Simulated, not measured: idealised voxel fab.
The process module presented herein is designated voxel ribs on slabs.
Cross-section cut: width 175 nm, square cells of 5 nm.
In what follows, cross-sections appear as grids of square cells, described through bands that run from the top down, where every band is one or more rows of cells.
Top, bottom (nm), then materials left to right with widths (nm); lone material tagged "throughout" fills the whole band edge to edge; "blank" = empty space.
Heights are reckoned from 0. Under this level, the received wafer is all of one material. The bottommost band is open-ended downward, for example "0 down".
Read "30 to 40" as a graded width: first number on top, second number at the bottom, same change between each pair of neighbouring rows.
"remained the same" means the step left every cell of the cross-section as it was.
"Enclosed internal voids" - sealed voids, min. 8 cells, no opening to top; format: width x height at distance (distance from left edge; nm throughout).
Where a step's line continues beyond its settings, the continuation is a remark by the simulator itself on that step.
overlay nm: for a step with a mask, the amount by which the mask lay right of where it was planned; a negative amount means left of it.
# Process steps (planned)
| 1 | RECEIVE | material Si |
| 2 | DIRECTIONAL_DEP | material SiO2 | thk nm 30 |
| 3 | DIRECTIONAL_DEP | material polySi | thk nm 25 |
| 4 | MASKED_ETCH | tone cover | mask id RIB | width nm 25 | etch materials polySi | depth nm 15 | overlay nm 0 |
| 5 | MASKED_ETCH | tone cover | mask id SLAB | width nm 65 | etch materials polySi | depth nm 10 | overlay nm 0 |
| 6 | FILL_DEP | material SiO2 | thk nm 25 |
| 7 | CMP | height nm 70 |
| 8 | DIRECTIONAL_DEP | material W | thk nm 5 |
| 9 | MASKED_ETCH | tone cover | mask id HEATER | width nm 35 | etch materials W | depth nm 5 | overlay nm 0 |
| 10 | CONFORMAL_DEP | material SiN | thk nm 5 |
# Wafer cross-section on receipt, i.e. after step 1
    0 down | Si throughout
    Enclosed internal voids: none
# End state of the module in cross-section, given the above starting point and plan and one mistake in execution
    80 to 75 | blank 65  SiN 45  blank 65
    75 to 70 | SiN 70  W 35  SiN 70
    70 to 30 | polySi throughout
    30 to 0 | SiO2 throughout
    0 down | Si throughout
    Enclosed internal voids: none
In executing the process, a mistake was made relative to the plan: planned and actual differ for step 6; actual: FILL_DEP | material polySi | thk nm 25
